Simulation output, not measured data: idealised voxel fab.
Module name: voxel fin reveal (process module)
Pictured: cross-section cut, 300 nm wide, on a grid of 5 nm square cells.
Reading order for cross-sections: top band down to bottom band. Underlying form: a grid of square cells. Band size: one or more rows of cells. In this notation a band is specified by the heights of its top and bottom, in that order and in nm, after which its materials appear from left to right, each paired with its width in nm. The word "throughout" attached to a single material means that material fills the band from edge to edge; the word "air" stands for empty space. Height datum 0, below which the as-received substrate wafer is one material. Lowest band open at the bottom, running downward: "0 -> down". Think of "30..40" as a width that walks from the first number to the second as you go down the band, top row to bottom row, taking equal-sized steps from row to row. Where the words "identical to before" appear for a step, the cross-section shows no cell changed by that step; every cell remained as before. Each empty space that has no open way to the top and spans at least 8 cells appears under "Encapsulated voids" as width x height at distance, the distance counted from the left edge, all in nm. Step line, after settings: the simulator's comment on this step. "overlay nm", when on a step's line for a step with a mask, measures how far to the right of its planned place the mask lay; a negative measure means to the left.
-- Intended process steps
| 1 | RECEIVE, material Si |
| 2 | CONFORMAL_DEP, material SiN, thk nm 10 |
| 3 | PATTERN, tone cover, mask id FINS, material resist, width nm 15, pitch nm 35, thk nm 20, overlay nm 0 |
| 4 | DIRECTIONAL_ETCH, etch materials SiN, depth nm 10 |
| 5 | DIRECTIONAL_ETCH, etch materials Si, depth nm 35 |
| 6 | STRIP, etch materials resist |
| 7 | OXIDIZE, depth nm 5 |
| 8 | FILL_DEP, material SiO2, thk nm 15 |
| 9 | CMP, height nm 10 |
| 10 | SELECTIVE_ETCH, etch materials SiO2, depth nm 25 |
| 11 | STRIP, etch materials SiN |
-- Cross-section of the wafer upon arrival, representing the state reached after step 1
- 0 -> down  Si throughout
- Encapsulated voids: none
-- Sectioned view, first of two wafers, at the close of the module, processed as intended in the plan
- 0 -> -15  air (130) | Si (5) | air (30) | Si (5) | air (130)
- -15 -> -40  SiO2 (130) | Si (5) | SiO2 (30) | Si (5) | SiO2 (130)
- -40 -> down  Si throughout
- Encapsulated voids: none
-- Cross-section, wafer two of two, end of module: same start and plan as wafer one, one error in execution
- 10 -> 0  air (125) | SiN (15) | air (20) | SiN (15) | air (125)
- 0 -> -40  air (130) | Si (5) | air (30) | Si (5) | air (130)
- -40 -> down  Si throughout
- Encapsulated voids: none
Deviation noted in wafer processing: off-plan run, step 11, actual operation and settings STRIP, etch materials SiO2
Wafer comparison, final, in cells, second relative to first, materials more or fewer: 12 more of SiN | 290 fewer of SiO2
